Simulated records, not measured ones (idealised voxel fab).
You're looking at the process module voxel gate over fins.
The cross-section shown here is cut; it is 240 nm wide and divided into square cells measuring 5 nm on a side.
A cross-section is a grid of square cells, given in bands from the top down. A band is one or more rows of cells.
Each band's line starts with the height of the band's top and of its bottom, in nm. Then come its materials from left to right, each with its width in nm. One material with "all across" fills the band from edge to edge. "blank" is empty space.
Note: height 0 marks the level under which the wafer is uniformly one material as received. Lowest band unbounded below, written "0 nm and below".
Width spec "30..40" -> top row of cells at first value, bottom row at second value, equal per-row change in between.
The designation "identical to before", where it is given for a processing step, indicates that no cell of the cross-section was altered in the course of that step.
In "Closed voids list" the enclosed voids are listed, meaning empty spaces of 8 cells or larger without any opening to the top. The form is width x height at distance, distance from the left edge, units nm.
Where a step's line continues beyond its settings, the continuation is a remark by the simulator itself on that step.
The "overlay nm" setting may appear on a step's line; for a step that uses a mask, it gives how far to the right of its planned position the mask lay, and a negative value indicates the left.

LIST OF PLANNED PROCESS STEPS
- 1: RECEIVE,material Si
- 2: CONFORMAL_DEP,material SiN,thk nm 5
- 3: MASKED_ETCH,tone cover,mask id FINS,width nm 15,pitch nm 40,etch materials SiN,depth nm 5,overlay nm 0
- 4: MASKED_ETCH,tone cover,mask id FINS,width nm 15,pitch nm 40,etch materials Si,depth nm 40,overlay nm 0
- 5: OXIDIZE,depth nm 5
- 6: FILL_DEP,material SiO2,thk nm 15
- 7: CMP,height nm 5
- 8: SELECTIVE_ETCH,etch materials SiO2,depth nm 15
- 9: STRIP,etch materials SiN
- 10: CONFORMAL_DEP,material HfO2,thk nm 5
- 11: CONFORMAL_DEP,material TiN,thk nm 5
- 12: FILL_DEP,material W,thk nm 10
- 13: CMP,height nm 15
- 14: CONFORMAL_DEP,material SiCN,thk nm 5

STEP 1 COMPLETE: CROSS-SECTION OF THE WAFER AS RECEIVED
    0 nm and below = Si all across
    Closed voids list: none

POST-MODULE CROSS-SECTION: IDENTICAL START AND PLAN TO THOSE ABOVE, ONE MISSTEP IN EXECUTION
    20 nm to 15 nm = SiCN all across
    15 nm to 10 nm = W all across
    10 nm to 5 nm = W=45 / HfO2=25 / W=15 / HfO2=25 / W=15 / HfO2=25 / W=15 / HfO2=25 / W=50
    5 nm to 0 nm = W=45 / HfO2=5 / TiN=15 / HfO2=5 / W=15 / HfO2=5 / TiN=15 / HfO2=5 / W=15 / HfO2=5 / TiN=15 / HfO2=5 / W=15 / HfO2=5 / TiN=15 / HfO2=5 / W=50
    0 nm to -5 nm = HfO2=50 / TiN=5 / Si=5 / TiN=5 / HfO2=25 / TiN=5 / Si=5 / TiN=5 / HfO2=25 / TiN=5 / Si=5 / TiN=5 / HfO2=25 / TiN=5 / Si=5 / TiN=5 / HfO2=55
    -5 nm to -10 nm = TiN=55 / Si=5 / TiN=35 / Si=5 / TiN=35 / Si=5 / TiN=35 / Si=5 / TiN=60
    -10 nm to -45 nm = SiO2=55 / Si=5 / SiO2=35 / Si=5 / SiO2=35 / Si=5 / SiO2=35 / Si=5 / SiO2=60
    -45 nm and below = Si all across
    Closed voids list: none
Plan not followed: steps 10 and 11 traded places in the executed sequence
